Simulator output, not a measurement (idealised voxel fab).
Process module name: voxel tone inversion
Pictured: cross-section cut, 250 nm wide, on a grid of 5 nm square cells.
Bands, listed from the top down, are how a cross-section gets written in this document; the cross-section itself is a grid of square cells, and a band is one or more rows of them. Each band's line starts with the height of the band's top and of its bottom, in nm. Then come its materials from left to right, each with its width in nm. One material with "edge to edge" fills the band from edge to edge. "air" is empty space. Where do heights start? At 0: under that level the wafer as delivered is made of one material only. And the lowest band has no floor; it just carries on downward, as in "top 0, no bottom". Width: "30->40" (first number = top row, second number = bottom row, same change from row to row of cells). Basically "nothing was modified" means that step didn't change any cell in the cross-section. What "Completely enclosed voids" gives you is every empty space of 8 cells or more that is cut off from the top. Each appears as width x height at distance, with the distance taken from the left edge and width, height and distance all in nm. Note: text after step settings on the step line = simulator remark on that step. The "overlay nm" setting may appear on a step's line; for a step that uses a mask, it gives how far to the right of its planned position the mask lay, and a negative value indicates the left.

[These are the steps we planned for the process]
| 1 | op RECEIVE | material Si |
| 2 | op CONFORMAL_DEP | material SiCN | thk nm 5 |
| 3 | op DIRECTIONAL_DEP | material aC | thk nm 20 |
| 4 | op PATTERN | tone cover | mask id POSTS | material resist | width nm 15 | pitch nm 35 | thk nm 30 | overlay nm 0 |
| 5 | op DIRECTIONAL_ETCH | etch materials aC | depth nm 20 |
| 6 | op STRIP | etch materials resist |
| 7 | op FILL_DEP | material lowk | thk nm 10 |
| 8 | op CMP | height nm 25 |
| 9 | op STRIP | etch materials aC |
| 10 | op CONFORMAL_DEP | material TiN | thk nm 5 |
| 11 | op FILL_DEP | material W | thk nm 5 |
| 12 | op CMP | height nm 25 |
| 13 | op CONFORMAL_DEP | material SiN | thk nm 5 |
For clarity, it should be stated that the wafers under discussion commence in an identical condition and differ with respect to the thk nm of step 10, the plan indicating the value that the first wafer had.

[Here's the first of the wafers in cross-section, just as we got it, i.e. after step 1]
    top 0, no bottom = Si edge to edge
    Completely enclosed voids: none

[each wafer at the end: cells of each material gained (+) or lost (-) since it was received, then its closed voids]
thk nm 5; +50 SiCN; +50 SiN; +36 TiN; +12 W; +152 lowk; Completely enclosed voids: none
thk nm 10; +50 SiCN; +50 SiN; +48 TiN; +152 lowk; Completely enclosed voids: none
thk nm 15; +50 SiCN; +50 SiN; +48 TiN; +152 lowk; Completely enclosed voids: none
thk nm 20; +50 SiCN; +50 SiN; +48 TiN; +152 lowk; Completely enclosed voids: none
